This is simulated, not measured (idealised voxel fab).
Process module name: voxel lift off
Each square cell in cross-section cut measures 5 nm, and the section as a whole is 215 nm wide.
Each cross-section below is a grid of square cells, stated as bands in top-down order, with one or more rows of cells making up each band.
Heights first: top, then bottom, in nm. Then materials, left to right, each with a width in nm. "all across" on a single material: fills the band edge to edge. "empty": empty space.
Zero point of the height axis is 0; under it, received wafer = one material. Lowest band: continues down indefinitely, "top 0, no bottom".
You'd read "30 to 40" like this: the band's top row of cells is as wide as the first number, its bottom row is as wide as the second, and going down, every row changes width by the same amount as the row before did.
Given "nothing altered" for a step, no cell of the cross-section differs between before and after that step.
Heads up: "Tabulated closed voids" only lists the empty pockets with no open path to the top that are 8 cells or more, and it writes them as width x height at distance, distance from the left edge, in nm.
after a step's settings: what the simulator itself notes on the step
On any step carrying a mask, the "overlay nm" setting, if present on the step's line, tells how far right of its planned place the mask lay; negative values point to the left.
PROCESS STEPS (PLANNED)
1: RECEIVE,material Si
2: CONFORMAL_DEP,material Al2O3,thk nm 15
3: PATTERN,tone open,mask id LINES,material resist,width nm 15,pitch nm 30,thk nm 20,overlay nm 0
4: DIRECTIONAL_DEP,material Ru,thk nm 10
5: STRIP,etch materials resist
6: CONFORMAL_DEP,material SiO2,thk nm 5
FIRST WAFER, TWO IN TOTAL, RUN AS PLANNED
DELIVERED WAFER IN CROSS-SECTION: STATE AFTER STEP 1
  top 0, no bottom  Si all across
  Tabulated closed voids: none
PRESENTED HERE IS A CROSS-SECTION OF THE WAFER AFTER STEP 2 HAS BEEN PERFORMED
  top 15, bottom 0  Al2O3 all across
  Lower than 0, everything is as it was.
PRESENTED HERE IS A CROSS-SECTION OF THE WAFER AFTER STEP 3 HAS BEEN PERFORMED
  top 35, bottom 15  resist 85 nm | empty 15 nm | resist 15 nm | empty 15 nm | resist 85 nm
  Lower than 15, everything is as it was.
PRESENTED HERE IS A CROSS-SECTION OF THE WAFER AFTER STEP 4 HAS BEEN PERFORMED
  top 45, bottom 35  Ru 85 nm | empty 15 nm | Ru 15 nm | empty 15 nm | Ru 85 nm
  top 35, bottom 25  resist 85 nm | empty 15 nm | resist 15 nm | empty 15 nm | resist 85 nm
  top 25, bottom 15  resist 85 nm | Ru 15 nm | resist 15 nm | Ru 15 nm | resist 85 nm
  Lower than 15, everything is as it was.
PRESENTED HERE IS A CROSS-SECTION OF THE WAFER AFTER STEP 5 HAS BEEN PERFORMED
  top 25, bottom 15  empty 85 nm | Ru 15 nm | empty 15 nm | Ru 15 nm | empty 85 nm
  Lower than 15, everything is as it was.
PRESENTED HERE IS A CROSS-SECTION OF THE WAFER AFTER STEP 6 HAS BEEN PERFORMED
  top 30, bottom 25  empty 80 nm | SiO2 25 nm | empty 5 nm | SiO2 25 nm | empty 80 nm
  top 25, bottom 20  empty 80 nm | SiO2 5 nm | Ru 15 nm | SiO2 5 nm | empty 5 nm | SiO2 5 nm | Ru 15 nm | SiO2 5 nm | empty 80 nm
  top 20, bottom 15  SiO2 85 nm | Ru 15 nm | SiO2 15 nm | Ru 15 nm | SiO2 85 nm
  Lower than 15, everything is as it was.
THE REMAINING WAFER, SECOND OF THE TWO, STARTED LIKE THE FIRST AND WAS RUN TO THE SAME PLAN, EXCEPT THAT ONE MISTAKE WAS MADE ALONG THE WAY; THE TWO COINCIDE THROUGH STEP 3, INCLUSIVE
Second wafer shown in cross-section at the time step 4 was slated to end: nothing altered
SECOND WAFER SHOWN IN CROSS-SECTION AT THE TIME STEP 5 WAS SLATED TO END
  top 15, bottom 0  Al2O3 all across
  Lower than 0, everything is as it was.
SECOND WAFER SHOWN IN CROSS-SECTION AT THE TIME STEP 6 WAS SLATED TO END
  top 20, bottom 15  SiO2 all across
  Lower than 15, everything is as it was.
Nonconformance to the process plan: step 4 of the plan did not run at all; it was left out
Final tally in cells, some materials are higher or lower on the second wafer than on the first: 12 fewer of Ru, 8 fewer of SiO2
